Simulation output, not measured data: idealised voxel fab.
Process module under the name voxel wiring stack
The width of the displayed cross-section, cut, is 205 nm; its cells are square, with a size of 5 nm.
Cross-section, as written here: a square-cell grid given band by band from the top down, where a band holds one or more rows of cells.
It is stipulated that each band's entry specify, in nanometres, the height of the top of the band and then that of its bottom, followed by the materials of the band in left-to-right sequence, each together with its width in nanometres. A single material marked by the word "throughout" is understood to fill the band from edge to edge; the word "blank" is understood to denote empty space.
The level at which height equals 0 is the one under which the wafer, as it arrives, is entirely one material. No lower edge exists for the bottom band, which continues downward and is notated as in "0 and below".
Quick explanation for "30 to 40": the width changes in equal steps down the rows of cells, from the first number in the band's top row to the second number in its bottom row.
Any step labelled "same as before" changed none of the cells in the cross-section.
Closed-off voids of 8+ cells (no open route to the top) go in "Closed void listing", written width x height at distance from the left edge, in nm.
Read whatever lies past the settings on a step's line as the simulator's own remark about the step.
"overlay nm" denotes, for a step that has a mask, the displacement of the mask to the right of its planned place, with negative values corresponding to the left.
So here's the lineup of process steps we planned
1,RECEIVE with material Si
2,CONFORMAL_DEP with material SiO2, thk nm 15
3,DIRECTIONAL_DEP with material TiN, thk nm 5
4,DIRECTIONAL_DEP with material W, thk nm 25
5,PATTERN with tone cover, mask id METAL_1, material resist, width nm 30, pitch nm 55, thk nm 15, overlay nm 0
6,DIRECTIONAL_ETCH with etch materials W, depth nm 25
7,DIRECTIONAL_ETCH with etch materials TiN, depth nm 5
8,STRIP with etch materials resist
9,FILL_DEP with material lowk, thk nm 5
10,CMP with height nm 45
11,CONFORMAL_DEP with material SiCN, thk nm 5
12,DIRECTIONAL_DEP with material SiO2, thk nm 20
13,DIRECTIONAL_DEP with material aC, thk nm 10
14,PATTERN with tone open, mask id PLUG_1, material resist, width nm 15, pitch nm 110, thk nm 30, overlay nm 0
15,DIRECTIONAL_ETCH with etch materials aC, depth nm 10
16,STRIP with etch materials resist
17,DIRECTIONAL_ETCH with etch materials SiO2, depth nm 20
18,DIRECTIONAL_ETCH with etch materials SiCN, depth nm 5
19,STRIP with etch materials aC
20,CONFORMAL_DEP with material TiN, thk nm 5
21,FILL_DEP with material W, thk nm 5
22,CMP with height nm 70
23,DIRECTIONAL_DEP with material TiN, thk nm 5
24,DIRECTIONAL_DEP with material W, thk nm 15
25,PATTERN with tone cover, mask id METAL_2, material resist, width nm 30, pitch nm 55, thk nm 20, overlay nm 0
26,DIRECTIONAL_ETCH with etch materials W, depth nm 15
27,DIRECTIONAL_ETCH with etch materials TiN, depth nm 5
28,STRIP with etch materials resist
29,FILL_DEP with material SiO2, thk nm 10
30,CMP with height nm 90
31,CONFORMAL_DEP with material SiCN, thk nm 5
32,DIRECTIONAL_DEP with material lowk, thk nm 30
33,PATTERN with tone open, mask id METAL_3_HOLES, material resist, width nm 15, pitch nm 55, thk nm 20, overlay nm 0
34,DIRECTIONAL_ETCH with etch materials lowk, depth nm 30
35,STRIP with etch materials resist
36,MASKED_ETCH with tone open, mask id METAL_3, width nm 30, pitch nm 55, etch materials lowk, depth nm 15, overlay nm 0
37,MASKED_ETCH with tone open, mask id METAL_3, width nm 30, pitch nm 55, etch materials SiCN, depth nm 5, overlay nm 0
38,CONFORMAL_DEP with material TiN, thk nm 5
39,FILL_DEP with material Ru, thk nm 10
40,CMP with height nm 125
41,CONFORMAL_DEP with material SiN, thk nm 5
Wafer cross-section on receipt, i.e. after step 1
- 0 and below | Si throughout
- Closed void listing: none
First of two wafers: cross-section at end of module, run per plan
- 130 down to 125 | SiN throughout
- 125 down to 115 | lowk=30, then TiN=5, then Ru=20, then TiN=5, then lowk=25, then TiN=5, then Ru=20, then TiN=5, then lowk=25, then TiN=5, then Ru=20, then TiN=5, then lowk=35
- 115 down to 110 | lowk=30, then TiN=5, then Ru=5, then TiN=20, then lowk=25, then TiN=5, then Ru=5, then TiN=20, then lowk=25, then TiN=5, then Ru=5, then TiN=20, then lowk=35
- 110 down to 95 | lowk=30, then TiN=5, then Ru=5, then TiN=5, then lowk=40, then TiN=5, then Ru=5, then TiN=5, then lowk=40, then TiN=5, then Ru=5, then TiN=5, then lowk=50
- 95 down to 90 | SiCN=30, then TiN=15, then SiCN=40, then TiN=15, then SiCN=40, then TiN=15, then SiCN=50
- 90 down to 75 | SiO2=30, then W=30, then SiO2=25, then W=30, then SiO2=25, then W=30, then SiO2=35
- 75 down to 70 | SiO2=30, then TiN=30, then SiO2=25, then TiN=30, then SiO2=25, then TiN=30, then SiO2=35
- 70 down to 50 | SiO2=30, then TiN=5, then W=5, then TiN=5, then SiO2=95, then TiN=5, then W=5, then TiN=5, then SiO2=50
- 50 down to 45 | SiCN=30, then TiN=15, then SiCN=95, then TiN=15, then SiCN=50
- 45 down to 20 | lowk=30, then W=30, then lowk=25, then W=30, then lowk=25, then W=30, then lowk=35
- 20 down to 15 | lowk=30, then TiN=30, then lowk=25, then TiN=30, then lowk=25, then TiN=30, then lowk=35
- 15 down to 0 | SiO2 throughout
- 0 and below | Si throughout
- Closed void listing: none
Here's the second of our two wafers sectioned at module end. Same start as the first, same plan, but one mistake got made running it
- 130 down to 125 | SiN throughout
- 125 down to 115 | lowk=30, then TiN=5, then Ru=20, then TiN=5, then lowk=25, then TiN=5, then Ru=20, then TiN=5, then lowk=25, then TiN=5, then Ru=20, then TiN=5, then lowk=35
- 115 down to 110 | lowk=30, then TiN=5, then Ru=5, then TiN=20, then lowk=25, then TiN=5, then Ru=5, then TiN=20, then lowk=25, then TiN=5, then Ru=5, then TiN=20, then lowk=35
- 110 down to 95 | lowk=30, then TiN=5, then Ru=5, then TiN=5, then lowk=40, then TiN=5, then Ru=5, then TiN=5, then lowk=40, then TiN=5, then Ru=5, then TiN=5, then lowk=50
- 95 down to 90 | SiCN=30, then TiN=15, then SiCN=40, then TiN=15, then SiCN=40, then TiN=15, then SiCN=50
- 90 down to 75 | SiO2=30, then W=30, then SiO2=25, then W=30, then SiO2=25, then W=30, then SiO2=35
- 75 down to 70 | SiO2=30, then TiN=30, then SiO2=25, then TiN=30, then SiO2=25, then TiN=30, then SiO2=35
- 70 down to 50 | SiO2=30, then TiN=5, then W=10, then TiN=5, then SiO2=90, then TiN=5, then W=10, then TiN=5, then SiO2=45
- 50 down to 45 | SiCN=30, then TiN=20, then SiCN=90, then TiN=20, then SiCN=45
- 45 down to 20 | lowk=30, then W=30, then lowk=25, then W=30, then lowk=25, then W=30, then lowk=35
- 20 down to 15 | lowk=30, then TiN=30, then lowk=25, then TiN=30, then lowk=25, then TiN=30, then lowk=35
- 15 down to 0 | SiO2 throughout
- 0 and below | Si throughout
- Closed void listing: none
Here's what went sideways: step 14: run off-plan, actual operation and settings PATTERN with tone open, mask id PLUG_1, material resist, width nm 20, pitch nm 110, thk nm 30, overlay nm 0
Heads up, by the end the second wafer has more or fewer cells of some materials compared to the first: SiCN: 2 fewer; SiO2: 8 fewer; TiN: 2 more; W: 8 more
